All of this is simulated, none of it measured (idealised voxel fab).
process module | voxel spacer lines
cross-section cut | 220 nm wide | cells 5 nm
A cross-section is a grid of square cells, given in bands from the top down. A band is one or more rows of cells.
Each band's line starts with the height of the band's top and of its bottom, in nm. Then come its materials from left to right, each with its width in nm. One material with "throughout" fills the band from edge to edge. "air" is empty space.
Height 0 is the level under which the wafer as received is all one material. The lowest band goes on downwards, as in "0 down".
A width such as "30 to 40" changes by the same amount from each row of cells to the next, from the band's top row to its bottom row.
"no change" after a step means that no cell of the cross-section changed.
closed voids: empty space of 8 cells or more with no open way to the top, each as width x height at its distance from the left edge, in nm
after a step's settings: what the simulator itself notes on the step
overlay nm, on a step with a mask: how far to the right of its planned place the mask lay; to the left if negative
plan
1 op RECEIVE | material Si
2 op CONFORMAL_DEP | material Al2O3 | thk nm 5
3 op DIRECTIONAL_DEP | material TiN | thk nm 15
4 op DIRECTIONAL_DEP | material aC | thk nm 25
5 op PATTERN | tone cover | mask id MANDREL | material resist | width nm 20 | pitch nm 70 | thk nm 35 | overlay nm 0
6 op DIRECTIONAL_ETCH | etch materials aC | depth nm 25
7 op STRIP | etch materials resist
8 op CONFORMAL_DEP | material SiO2 | thk nm 15
9 op DIRECTIONAL_ETCH | etch materials SiO2 | depth nm 15
10 op STRIP | etch materials aC
11 op DIRECTIONAL_ETCH | etch materials TiN | depth nm 15
12 op STRIP | etch materials SiO2
13 op FILL_DEP | material lowk | thk nm 10
14 op CMP | height nm 20
as received, after step 1
  0 down: Si throughout
  closed voids: none
a wafer at the end: this start, this plan, one mistake
  20 to 15: lowk throughout
  15 to 0: lowk 15 | TiN 15 | lowk 20 | TiN 15 | lowk 20 | TiN 15 | lowk 20 | TiN 15 | lowk 20 | TiN 15 | lowk 20 | TiN 15 | lowk 15
  0 down: Si throughout
  closed voids: none
what went wrong: step 2 was left out
